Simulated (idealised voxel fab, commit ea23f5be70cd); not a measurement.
voxel wiring stack: a process module
155 nm wide, 5 nm square cells: that's cross-section cut.
Cross-section format: a grid of square cells, given as bands from top to bottom; each band is one or more rows of cells.
This entry defines a band. It first specifies the height of the band's top and the height of its bottom in nm, and then specifies the band's materials from left to right, stating each material with its width in nm. The word "full width" identifies a single material that fills the band from edge to edge, while the word "blank" identifies empty space.
Ref level 0: as-received wafer is one material below here. Bottom band extends down with no lower bound ("z 0 and below").
Graded width ("30 to 40"): value in top row of band = first number; value in bottom row = second number; row-to-row change constant.
"identical to before" (step): cross-section cells unchanged, all of them.
Entry "Unvented cavities" = empty spaces >= 8 cells with no open way to the top; each as width x height at distance, distance from left edge, all nm.
Note: text after step settings on the step line = simulator remark on that step.
overlay nm: for a step with a mask, the amount by which the mask lay right of where it was planned; a negative amount means left of it.
The steps planned for the process are as follows:
1,RECEIVE (material Si)
2,CONFORMAL_DEP (material SiO2; thk nm 10)
3,CONFORMAL_DEP (material SiN; thk nm 5)
4,DIRECTIONAL_DEP (material lowk; thk nm 25)
5,PATTERN (tone open; mask id METAL_1; material resist; width nm 25; pitch nm 55; thk nm 20; overlay nm 0)
6,DIRECTIONAL_ETCH (etch materials lowk; depth nm 25)
7,DIRECTIONAL_ETCH (etch materials SiN; depth nm 5)
8,STRIP (etch materials resist)
9,CONFORMAL_DEP (material TiN; thk nm 5)
10,FILL_DEP (material Ru; thk nm 10)
11,CMP (height nm 40)
12,EPI (material Ru; thk nm 5)
13,FILL_DEP (material SiCN; thk nm 5)
14,DIRECTIONAL_DEP (material lowk; thk nm 15)
15,MASKED_ETCH (tone open; mask id PLUG_1; width nm 15; etch materials lowk; depth nm 15; overlay nm 0)
16,MASKED_ETCH (tone open; mask id PLUG_1; width nm 15; etch materials SiCN; depth nm 5; overlay nm 0)
17,EPI (material Ru; thk nm 10)
18,EPI (material Ru; thk nm 10)
19,DIRECTIONAL_DEP (material TiN; thk nm 5)
20,DIRECTIONAL_DEP (material W; thk nm 20)
21,DIRECTIONAL_DEP (material aC; thk nm 15)
22,PATTERN (tone cover; mask id METAL_2; material resist; width nm 25; pitch nm 55; thk nm 30; overlay nm 0)
23,DIRECTIONAL_ETCH (etch materials aC; depth nm 15)
24,STRIP (etch materials resist)
25,DIRECTIONAL_ETCH (etch materials W; depth nm 20)
26,DIRECTIONAL_ETCH (etch materials TiN; depth nm 5)
27,STRIP (etch materials aC)
28,FILL_DEP (material SiO2; thk nm 5)
29,CMP (height nm 90)
30,CONFORMAL_DEP (material SiCN; thk nm 5)
So this is the incoming wafer in cross-section - it's already been through step 1:
z 0 and below: Si full width
Unvented cavities: none
Post-module cross-section of the first of two wafers (run per plan):
z 95 to 90: SiCN full width
z 90 to 70: SiO2: 35 / W: 25 / SiO2: 30 / W: 25 / SiO2: 40
z 70 to 65: SiO2: 35 / TiN: 25 / SiO2: 30 / TiN: 25 / SiO2: 40
z 65 to 50: lowk: 35 / Ru: 15 / lowk: 105
z 50 to 45: SiCN: 35 / Ru: 15 / SiCN: 105
z 45 to 40: SiCN: 30 / Ru: 35 / SiCN: 20 / Ru: 35 / SiCN: 35
z 40 to 15: lowk: 35 / TiN: 5 / Ru: 15 / TiN: 5 / lowk: 30 / TiN: 5 / Ru: 15 / TiN: 5 / lowk: 40
z 15 to 10: SiN: 35 / TiN: 25 / SiN: 30 / TiN: 25 / SiN: 40
z 10 to 0: SiO2 full width
z 0 and below: Si full width
Unvented cavities: none
Wafer two (of two), end-of-module cross-section: start = wafer one, plan = wafer one, one run mistake:
z 95 to 90: SiCN full width
z 90 to 70: SiO2: 35 / W: 25 / SiO2: 30 / W: 25 / SiO2: 40
z 70 to 65: SiO2: 35 / TiN: 25 / SiO2: 30 / TiN: 25 / SiO2: 40
z 65 to 50: lowk: 35 / Ru: 15 / lowk: 105
z 50 to 45: SiCN: 35 / Ru: 15 / SiCN: 105
z 45 to 40: SiCN: 30 / Ru: 35 / SiCN: 20 / Ru: 35 / SiCN: 35
z 40 to 35: SiN: 35 / TiN: 25 / SiN: 30 / TiN: 25 / SiN: 40
z 35 to 10: lowk full width
z 10 to 0: SiO2 full width
z 0 and below: Si full width
Unvented cavities: none
Where did the run depart from the plan? the processing plan was not followed for steps 3 and 4, which were run with their positions exchanged
Final wafer comparison in cells, second versus first, more or fewer per material: 30 fewer of Ru | 20 fewer of TiN | 50 more of lowk
